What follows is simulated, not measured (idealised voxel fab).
process module | voxel self aligned contacts
cross-section cut | 195 nm wide | cells 5 nm
A cross-section is a grid of square cells, given in bands from the top down. A band is one or more rows of cells.
Each band's line starts with the height of the band's top and of its bottom, in nm. Then come its materials from left to right, each with its width in nm. One material with "throughout" fills the band from edge to edge. "air" is empty space.
Height 0 is the level under which the wafer as received is all one material. The lowest band goes on downwards, as in "0 down".
A width such as "30 to 40" changes by the same amount from each row of cells to the next, from the band's top row to its bottom row.
"no change" after a step means that no cell of the cross-section changed.
closed voids: empty space of 8 cells or more with no open way to the top, each as width x height at its distance from the left edge, in nm
after a step's settings: what the simulator itself notes on the step
overlay nm, on a step with a mask: how far to the right of its planned place the mask lay; to the left if negative
plan
1 op RECEIVE | material Si
2 op CONFORMAL_DEP | material SiO2 | thk nm 5
3 op DIRECTIONAL_DEP | material polySi | thk nm 25
4 op DIRECTIONAL_DEP | material SiN | thk nm 25
5 op DIRECTIONAL_DEP | material aC | thk nm 15
6 op PATTERN | tone cover | mask id GATE | material resist | width nm 25 | pitch nm 65 | thk nm 35 | overlay nm 0
7 op DIRECTIONAL_ETCH | etch materials aC | depth nm 15
8 op STRIP | etch materials resist
9 op DIRECTIONAL_ETCH | etch materials SiN | depth nm 25
10 op DIRECTIONAL_ETCH | etch materials polySi | depth nm 25
11 op STRIP | etch materials aC
12 op CONFORMAL_DEP | material SiN | thk nm 10
13 op DIRECTIONAL_ETCH | etch materials SiN | depth nm 10
14 op FILL_DEP | material SiO2 | thk nm 15
15 op CMP | height nm 60
16 op MASKED_ETCH | tone open | mask id CONTACT | width nm 50 | etch materials SiO2 | depth nm 60 | overlay nm 0
17 op CONFORMAL_DEP | material TiN | thk nm 5
18 op FILL_DEP | material Ru | thk nm 5
19 op CMP | height nm 60
20 op CONFORMAL_DEP | material SiN | thk nm 5
as received, after step 1
  0 down: Si throughout
  closed voids: none
first wafer at the end, as planned
  65 to 60: SiN throughout
  60 to 55: SiO2 70 | TiN 20 | Ru 10 | TiN 20 | SiO2 75
  55 to 30: SiO2 40 | SiN 45 | TiN 5 | Ru 10 | TiN 5 | SiN 45 | SiO2 45
  30 to 5: SiO2 40 | SiN 10 | polySi 25 | SiN 10 | TiN 5 | Ru 10 | TiN 5 | SiN 10 | polySi 25 | SiN 10 | SiO2 45
  5 to 0: SiO2 85 | TiN 20 | SiO2 90
  0 down: Si throughout
  closed voids: none
second wafer at the end: like start, like plan, one mistake
  65 to 30: SiN throughout
  30 to 5: SiN 50 | polySi 25 | SiN 40 | polySi 25 | SiN 55
  5 to 0: SiO2 throughout
  0 down: Si throughout
  closed voids: none
what went wrong: step 14 ran as: op FILL_DEP | material SiN | thk nm 15
at the end the second wafer has, in cells: 22 fewer of Ru | 249 more of SiN | 195 fewer of SiO2 | 32 fewer of TiN
